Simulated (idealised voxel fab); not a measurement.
voxel self aligned vias: a process module
The width of the displayed cross-section, cut, is 295 nm; its cells are square, with a size of 5 nm.
A cross-section is a grid of square cells, given in bands from the top down. A band is one or more rows of cells.
Heads up on the band format: heights come first, top then bottom, in nm. After that it's the materials left to right, each with its width in nm. A single material flagged "all across" fills the whole band edge to edge, and "empty" means there's empty space there.
Heights are reckoned from 0. Under this level, the received wafer is all of one material. The bottommost band is open-ended downward, for example "0 -> down".
Think of "30->40" as a width that walks from the first number to the second as you go down the band, top row to bottom row, taking equal-sized steps from row to row.
Key: "remained unchanged" - step with no changed cell in the cross-section.
"Closed void listing" means: voids of 8 cells or more that are shut off from the top with no open way through. Written width x height at distance, distance from the left edge, in nm.
Text after the settings on a step's line: the simulator's own remark on that step.
overlay nm: for a step with a mask, the amount by which the mask lay right of where it was planned; a negative amount means left of it.
[Steps planned for the process]
1: op RECEIVE | material Si
2: op CONFORMAL_DEP | material SiO2 | thk nm 15
3: op CONFORMAL_DEP | material SiCN | thk nm 5
4: op DIRECTIONAL_DEP | material SiO2 | thk nm 20
5: op PATTERN | tone open | mask id LINES | material resist | width nm 30 | pitch nm 65 | thk nm 20 | overlay nm 0
6: op DIRECTIONAL_ETCH | etch materials SiO2 | depth nm 20
7: op STRIP | etch materials resist
8: op CONFORMAL_DEP | material TiN | thk nm 5
9: op FILL_DEP | material Ru | thk nm 10
10: op CMP | height nm 40
11: op SELECTIVE_ETCH | etch materials W Ru TiN | depth nm 10
12: op FILL_DEP | material SiN | thk nm 10
13: op CMP | height nm 40
14: op DIRECTIONAL_DEP | material SiO2 | thk nm 15
15: op MASKED_ETCH | tone open | mask id VIAS | width nm 50 | etch materials SiO2 | depth nm 15 | overlay nm 0
16: op MASKED_ETCH | tone open | mask id VIAS | width nm 50 | etch materials SiN | depth nm 10 | overlay nm 0
17: op CONFORMAL_DEP | material TiN | thk nm 5
18: op FILL_DEP | material Ru | thk nm 5
19: op CMP | height nm 55
20: op CONFORMAL_DEP | material SiCN | thk nm 5
[Incoming wafer in cross-section (state: after step 1)]
	0 -> down = Si all across
	Closed void listing: none
[Sectioned view, first of two wafers, at the close of the module, processed as intended in the plan]
	60 -> 55 = SiCN all across
	55 -> 45 = SiO2 90 nm; TiN 5 nm; Ru 40 nm; TiN 5 nm; SiO2 155 nm
	45 -> 40 = SiO2 90 nm; TiN 15 nm; Ru 20 nm; TiN 15 nm; SiO2 155 nm
	40 -> 35 = SiO2 100 nm; TiN 5 nm; Ru 20 nm; TiN 5 nm; SiO2 35 nm; SiN 30 nm; SiO2 100 nm
	35 -> 30 = SiO2 100 nm; TiN 30 nm; SiO2 35 nm; SiN 30 nm; SiO2 100 nm
	30 -> 25 = SiO2 100 nm; TiN 5 nm; Ru 20 nm; TiN 5 nm; SiO2 35 nm; TiN 5 nm; Ru 20 nm; TiN 5 nm; SiO2 100 nm
	25 -> 20 = SiO2 100 nm; TiN 30 nm; SiO2 35 nm; TiN 30 nm; SiO2 100 nm
	20 -> 15 = SiCN all across
	15 -> 0 = SiO2 all across
	0 -> down = Si all across
	Closed void listing: none
[Cross-section, wafer two of two, end of module: same start and plan as wafer one, one error in execution]
	60 -> 55 = SiCN all across
	55 -> 45 = SiO2 90 nm; TiN 5 nm; Ru 40 nm; TiN 5 nm; SiO2 155 nm
	45 -> 40 = SiO2 90 nm; TiN 5 nm; Ru 20 nm; TiN 25 nm; SiO2 155 nm
	40 -> 35 = SiO2 90 nm; TiN 5 nm; Ru 20 nm; TiN 5 nm; SiO2 35 nm; SiN 30 nm; SiO2 110 nm
	35 -> 30 = SiO2 90 nm; TiN 30 nm; SiO2 35 nm; SiN 30 nm; SiO2 110 nm
	30 -> 25 = SiO2 90 nm; TiN 5 nm; Ru 20 nm; TiN 5 nm; SiO2 35 nm; TiN 5 nm; Ru 20 nm; TiN 5 nm; SiO2 110 nm
	25 -> 20 = SiO2 90 nm; TiN 30 nm; SiO2 35 nm; TiN 30 nm; SiO2 110 nm
	20 -> 15 = SiCN all across
	15 -> 0 = SiO2 all across
	0 -> down = Si all across
	Closed void listing: none
So what did we get wrong on this run? step 5 ran differently from the plan; actual operation with settings: op PATTERN | tone open | mask id LINES | material resist | width nm 30 | pitch nm 65 | thk nm 20 | overlay nm -10
End check, second vs first wafer: material counts in cells match, positions do not.
